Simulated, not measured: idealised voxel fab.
The process module that follows is named voxel wiring stack.
For reference, the cross-section in this document is cut, with width 210 nm and square cells of 5 nm.
Reading order for cross-sections: top band down to bottom band. Underlying form: a grid of square cells. Band size: one or more rows of cells.
In this notation a band is specified by the heights of its top and bottom, in that order and in nm, after which its materials appear from left to right, each paired with its width in nm. The word "full width" attached to a single material means that material fills the band from edge to edge; the word "blank" stands for empty space.
Zero point of the height axis is 0; under it, received wafer = one material. Lowest band: continues down indefinitely, "0..down".
Note: "30->40" means the width goes from the first number (top row of the band) to the second number (bottom row) in equal steps per row of cells.
Reading "all unchanged" for a step: not a cell of the cross-section changed in it.
Entry "Closed void list". Content: empty spaces with no open connection to the top, size 8 cells or greater. Each: width x height at distance. Distance: from left edge. Unit: nm.
Formally, on a step line, whatever follows the settings is a remark that the simulator itself makes on the step.
Each step line may optionally specify "overlay nm", which for a step with a mask gives the rightward distance between the mask's planned place and where it lay, a negative value indicating the leftward direction.
Each pair of cross-sections that follows straddles one process step: the one shows the state before the step, the other the state after it, down to the lowest band that changed and no further. The step in question, and its settings, are given under the pair. Note that a pair is not necessarily a continuation of the pair above it, since pairs can come from different runs of this module on the same starting wafer; it is a continuation only where its entry headed "Pre-process" says so.

PRE-PROCESS
    95..85: aC 30 nm, blank 15 nm, aC 45 nm, blank 15 nm, aC 45 nm, blank 15 nm, aC 45 nm
    85..70: lowk 30 nm, blank 15 nm, lowk 45 nm, blank 15 nm, lowk 45 nm, blank 15 nm, lowk 45 nm
    70..65: SiCN full width
    65..50: SiO2 30 nm, TiN 5 nm, W 20 nm, TiN 5 nm, SiO2 30 nm, TiN 5 nm, W 20 nm, TiN 5 nm, SiO2 30 nm, TiN 5 nm, W 20 nm, TiN 5 nm, SiO2 30 nm
    50..45: SiN 30 nm, TiN 30 nm, SiN 30 nm, TiN 30 nm, SiN 30 nm, TiN 30 nm, SiN 30 nm
    45..35: SiO2 30 nm, SiN 5 nm, TiN 5 nm, SiN 5 nm, SiO2 45 nm, SiN 5 nm, TiN 5 nm, SiN 5 nm, SiO2 45 nm, SiN 5 nm, TiN 5 nm, SiN 5 nm, SiO2 45 nm
    35..30: SiCN 30 nm, SiN 5 nm, TiN 5 nm, SiN 5 nm, SiCN 45 nm, SiN 5 nm, TiN 5 nm, SiN 5 nm, SiCN 45 nm, SiN 5 nm, TiN 5 nm, SiN 5 nm, SiCN 45 nm
    30..15: W 30 nm, SiO2 30 nm, W 30 nm, SiO2 30 nm, W 30 nm, SiO2 30 nm, W 30 nm
    15..10: TiN 30 nm, SiO2 30 nm, TiN 30 nm, SiO2 30 nm, TiN 30 nm, SiO2 30 nm, TiN 30 nm
    10..0: SiO2 full width
    0..down: Si full width
    Closed void list: none

POST-PROCESS VIEW
    95..85: aC 30 nm, blank 15 nm, aC 45 nm, blank 15 nm, aC 45 nm, blank 15 nm, aC 45 nm
    85..70: lowk 30 nm, blank 15 nm, lowk 45 nm, blank 15 nm, lowk 45 nm, blank 15 nm, lowk 45 nm
    70..65: SiCN 30 nm, blank 15 nm, SiCN 45 nm, blank 15 nm, SiCN 45 nm, blank 15 nm, SiCN 45 nm
    Anything lower than 65 is untouched.
    Closed void list: none
Here is the step that sits between the two cross-sections above: DIRECTIONAL_ETCH,etch materials SiCN,depth nm 5

Pre-process: = after-state of the pair above.

POST-PROCESS VIEW
    85..70: lowk 30 nm, blank 15 nm, lowk 45 nm, blank 15 nm, lowk 45 nm, blank 15 nm, lowk 45 nm
    Anything lower than 70 is untouched.
    Closed void list: none
Here is the step that sits between the two cross-sections above: STRIP,etch materials aC

Pre-process: = after-state of the pair above.

POST-PROCESS VIEW
    85..75: lowk 30 nm, blank 15 nm, lowk 45 nm, blank 15 nm, lowk 45 nm, blank 15 nm, lowk 45 nm
    75..70: lowk 30 nm, Ru 15 nm, lowk 45 nm, Ru 15 nm, lowk 45 nm, Ru 15 nm, lowk 45 nm
    70..65: SiCN 30 nm, Ru 15 nm, SiCN 45 nm, Ru 15 nm, SiCN 45 nm, Ru 15 nm, SiCN 45 nm
    Anything lower than 65 is untouched.
    Closed void list: none
Here is the step that sits between the two cross-sections above: EPI,material Ru,thk nm 10

Pre-process: = after-state of the pair above.

POST-PROCESS VIEW
    85..70: lowk 30 nm, Ru 15 nm, lowk 45 nm, Ru 15 nm, lowk 45 nm, Ru 15 nm, lowk 45 nm
    Anything lower than 70 is untouched.
    Closed void list: none
Here is the step that sits between the two cross-sections above: EPI,material Ru,thk nm 10

Pre-process: = after-state of the pair above.

POST-PROCESS VIEW
    90..85: TiN full width
    Anything lower than 85 is untouched.
    Closed void list: none
Here is the step that sits between the two cross-sections above: DIRECTIONAL_DEP,material TiN,thk nm 5

Pre-process: = after-state of the pair above.

POST-PROCESS VIEW
    105..90: Ru full width
    Anything lower than 90 is untouched.
    Closed void list: none
Here is the step that sits between the two cross-sections above: DIRECTIONAL_DEP,material Ru,thk nm 15

Pre-process: = after-state of the pair above.

POST-PROCESS VIEW
    115..105: aC full width
    Anything lower than 105 is untouched.
    Closed void list: none
Here is the step that sits between the two cross-sections above: DIRECTIONAL_DEP,material aC,thk nm 10

Pre-process: = after-state of the pair above.

POST-PROCESS VIEW
    140..115: blank 30 nm, resist 30 nm, blank 30 nm, resist 30 nm, blank 30 nm, resist 30 nm, blank 30 nm
    Anything lower than 115 is untouched.
    Closed void list: none
Here is the step that sits between the two cross-sections above: PATTERN,tone cover,mask id METAL_3,material resist,width nm 30,pitch nm 60,thk nm 25,overlay nm 0

Pre-process: = after-state of the pair above.

POST-PROCESS VIEW
    130..115: blank 30 nm, resist 30 nm, blank 30 nm, resist 30 nm, blank 30 nm, resist 30 nm, blank 30 nm
    115..105: blank 30 nm, aC 30 nm, blank 30 nm, aC 30 nm, blank 30 nm, aC 30 nm, blank 30 nm
    Anything lower than 105 is untouched.
    Closed void list: none
Here is the step that sits between the two cross-sections above: DIRECTIONAL_ETCH,etch materials aC,depth nm 10

Pre-process: = after-state of the pair above.

POST-PROCESS VIEW
    115..105: blank 30 nm, aC 30 nm, blank 30 nm, aC 30 nm, blank 30 nm, aC 30 nm, blank 30 nm
    Anything lower than 105 is untouched.
    Closed void list: none
Here is the step that sits between the two cross-sections above: STRIP,etch materials resist

Pre-process: = after-state of the pair above.

POST-PROCESS VIEW
    115..105: blank 30 nm, aC 30 nm, blank 30 nm, aC 30 nm, blank 30 nm, aC 30 nm, blank 30 nm
    105..90: blank 30 nm, Ru 30 nm, blank 30 nm, Ru 30 nm, blank 30 nm, Ru 30 nm, blank 30 nm
    Anything lower than 90 is untouched.
    Closed void list: none
Here is the step that sits between the two cross-sections above: DIRECTIONAL_ETCH,etch materials Ru,depth nm 15

Pre-process: = after-state of the pair above.

POST-PROCESS VIEW
    115..105: blank 30 nm, aC 30 nm, blank 30 nm, aC 30 nm, blank 30 nm, aC 30 nm, blank 30 nm
    105..90: blank 30 nm, Ru 30 nm, blank 30 nm, Ru 30 nm, blank 30 nm, Ru 30 nm, blank 30 nm
    90..85: blank 30 nm, TiN 30 nm, blank 30 nm, TiN 30 nm, blank 30 nm, TiN 30 nm, blank 30 nm
    Anything lower than 85 is untouched.
    Closed void list: none
Here is the step that sits between the two cross-sections above: DIRECTIONAL_ETCH,etch materials TiN,depth nm 5

Pre-process: = after-state of the pair above.

POST-PROCESS VIEW
    105..90: blank 30 nm, Ru 30 nm, blank 30 nm, Ru 30 nm, blank 30 nm, Ru 30 nm, blank 30 nm
    Anything lower than 90 is untouched.
    Closed void list: none
Here is the step that sits between the two cross-sections above: STRIP,etch materials aC

Pre-process: = after-state of the pair above.

POST-PROCESS VIEW
    110..105: lowk full width
    105..90: lowk 30 nm, Ru 30 nm, lowk 30 nm, Ru 30 nm, lowk 30 nm, Ru 30 nm, lowk 30 nm
    90..85: lowk 30 nm, TiN 30 nm, lowk 30 nm, TiN 30 nm, lowk 30 nm, TiN 30 nm, lowk 30 nm
    Anything lower than 85 is untouched.
    Closed void list: none
Here is the step that sits between the two cross-sections above: FILL_DEP,material lowk,thk nm 5

Pre-process: = after-state of the pair above.

POST-PROCESS VIEW
    105..90: lowk 30 nm, Ru 30 nm, lowk 30 nm, Ru 30 nm, lowk 30 nm, Ru 30 nm, lowk 30 nm
    Anything lower than 90 is untouched.
    Closed void list: none
Here is the step that sits between the two cross-sections above: CMP,height nm 105

Pre-process: = after-state of the pair above.

POST-PROCESS VIEW
    110..105: SiCN full width
    Anything lower than 105 is untouched.
    Closed void list: none
Here is the step that sits between the two cross-sections above: CONFORMAL_DEP,material SiCN,thk nm 5

Pre-process: = after-state of the pair above.

POST-PROCESS VIEW
    130..110: SiO2 full width
    Anything lower than 110 is untouched.
    Closed void list: none
Here is the step that sits between the two cross-sections above: DIRECTIONAL_DEP,material SiO2,thk nm 20

Pre-process: = after-state of the pair above.

POST-PROCESS VIEW
    130..110: SiO2 30 nm, blank 15 nm, SiO2 105 nm, blank 15 nm, SiO2 45 nm
    Anything lower than 110 is untouched.
    Closed void list: none
Here is the step that sits between the two cross-sections above: MASKED_ETCH,tone open,mask id PLUG_3,width nm 15,pitch nm 120,etch materials SiO2,depth nm 20,overlay nm 0

Pre-process: = after-state of the pair above.

POST-PROCESS VIEW
    130..110: SiO2 30 nm, blank 15 nm, SiO2 105 nm, blank 15 nm, SiO2 45 nm
    110..105: SiCN 30 nm, blank 15 nm, SiCN 105 nm, blank 15 nm, SiCN 45 nm
    Anything lower than 105 is untouched.
    Closed void list: none
Here is the step that sits between the two cross-sections above: MASKED_ETCH,tone open,mask id PLUG_3,width nm 15,pitch nm 120,etch materials SiCN,depth nm 5,overlay nm 0

Pre-process: = after-state of the pair above.

POST-PROCESS VIEW
    135..130: TiN 35 nm, blank 5 nm, TiN 115 nm, blank 5 nm, TiN 50 nm
    130..110: SiO2 30 nm, TiN 5 nm, blank 5 nm, TiN 5 nm, SiO2 105 nm, TiN 5 nm, blank 5 nm, TiN 5 nm, SiO2 45 nm
    110..105: SiCN 30 nm, TiN 15 nm, SiCN 105 nm, TiN 15 nm, SiCN 45 nm
    Anything lower than 105 is untouched.
    Closed void list: none
Here is the step that sits between the two cross-sections above: CONFORMAL_DEP,material TiN,thk nm 5

Pre-process: = after-state of the pair above.

POST-PROCESS VIEW
    140..135: Cu full width
    135..130: TiN 35 nm, Cu 5 nm, TiN 115 nm, Cu 5 nm, TiN 50 nm
    130..110: SiO2 30 nm, TiN 5 nm, Cu 5 nm, TiN 5 nm, SiO2 105 nm, TiN 5 nm, Cu 5 nm, TiN 5 nm, SiO2 45 nm
    Anything lower than 110 is untouched.
    Closed void list: none
Here is the step that sits between the two cross-sections above: FILL_DEP,material Cu,thk nm 5

Pre-process: = after-state of the pair above.

POST-PROCESS VIEW
    130..110: SiO2 30 nm, TiN 5 nm, Cu 5 nm, TiN 5 nm, SiO2 105 nm, TiN 5 nm, Cu 5 nm, TiN 5 nm, SiO2 45 nm
    Anything lower than 110 is untouched.
    Closed void list: none
Here is the step that sits between the two cross-sections above: CMP,height nm 130

Pre-process: = after-state of the pair above.

POST-PROCESS VIEW
    135..130: TiN full width
    Anything lower than 130 is untouched.
    Closed void list: none
Here is the step that sits between the two cross-sections above: DIRECTIONAL_DEP,material TiN,thk nm 5

Pre-process: = after-state of the pair above.

POST-PROCESS VIEW
    150..135: W full width
    Anything lower than 135 is untouched.
    Closed void list: none
Here is the step that sits between the two cross-sections above: DIRECTIONAL_DEP,material W,thk nm 15

Pre-process: = after-state of the pair above.

POST-PROCESS VIEW
    165..150: blank 30 nm, resist 30 nm, blank 30 nm, resist 30 nm, blank 30 nm, resist 30 nm, blank 30 nm
    Anything lower than 150 is untouched.
    Closed void list: none
Here is the step that sits between the two cross-sections above: PATTERN,tone cover,mask id METAL_4,material resist,width nm 30,pitch nm 60,thk nm 15,overlay nm 0

Pre-process: = after-state of the pair above.

POST-PROCESS VIEW
    165..150: blank 30 nm, resist 30 nm, blank 30 nm, resist 30 nm, blank 30 nm, resist 30 nm, blank 30 nm
    150..135: blank 30 nm, W 30 nm, blank 30 nm, W 30 nm, blank 30 nm, W 30 nm, blank 30 nm
    Anything lower than 135 is untouched.
    Closed void list: none
Here is the step that sits between the two cross-sections above: DIRECTIONAL_ETCH,etch materials W,depth nm 15

Pre-process: = after-state of the pair above.

POST-PROCESS VIEW
    165..150: blank 30 nm, resist 30 nm, blank 30 nm, resist 30 nm, blank 30 nm, resist 30 nm, blank 30 nm
    150..135: blank 30 nm, W 30 nm, blank 30 nm, W 30 nm, blank 30 nm, W 30 nm, blank 30 nm
    135..130: blank 30 nm, TiN 30 nm, blank 30 nm, TiN 30 nm, blank 30 nm, TiN 30 nm, blank 30 nm
    Anything lower than 130 is untouched.
    Closed void list: none
Here is the step that sits between the two cross-sections above: DIRECTIONAL_ETCH,etch materials TiN,depth nm 5

Pre-process: = after-state of the pair above.

POST-PROCESS VIEW
    150..135: blank 30 nm, W 30 nm, blank 30 nm, W 30 nm, blank 30 nm, W 30 nm, blank 30 nm
    Anything lower than 135 is untouched.
    Closed void list: none
Here is the step that sits between the two cross-sections above: STRIP,etch materials resist

Pre-process: = after-state of the pair above.

POST-PROCESS VIEW
    160..150: lowk full width
    150..135: lowk 30 nm, W 30 nm, lowk 30 nm, W 30 nm, lowk 30 nm, W 30 nm, lowk 30 nm
    135..130: lowk 30 nm, TiN 30 nm, lowk 30 nm, TiN 30 nm, lowk 30 nm, TiN 30 nm, lowk 30 nm
    Anything lower than 130 is untouched.
    Closed void list: none
Here is the step that sits between the two cross-sections above: FILL_DEP,material lowk,thk nm 10

Pre-process: = after-state of the pair above.

POST-PROCESS VIEW
    150..135: lowk 30 nm, W 30 nm, lowk 30 nm, W 30 nm, lowk 30 nm, W 30 nm, lowk 30 nm
    Anything lower than 135 is untouched.
    Closed void list: none
Here is the step that sits between the two cross-sections above: CMP,height nm 150

Pre-process: = after-state of the pair above.

POST-PROCESS VIEW
    155..150: SiCN full width
    Anything lower than 150 is untouched.
    Closed void list: none
Here is the step that sits between the two cross-sections above: CONFORMAL_DEP,material SiCN,thk nm 5
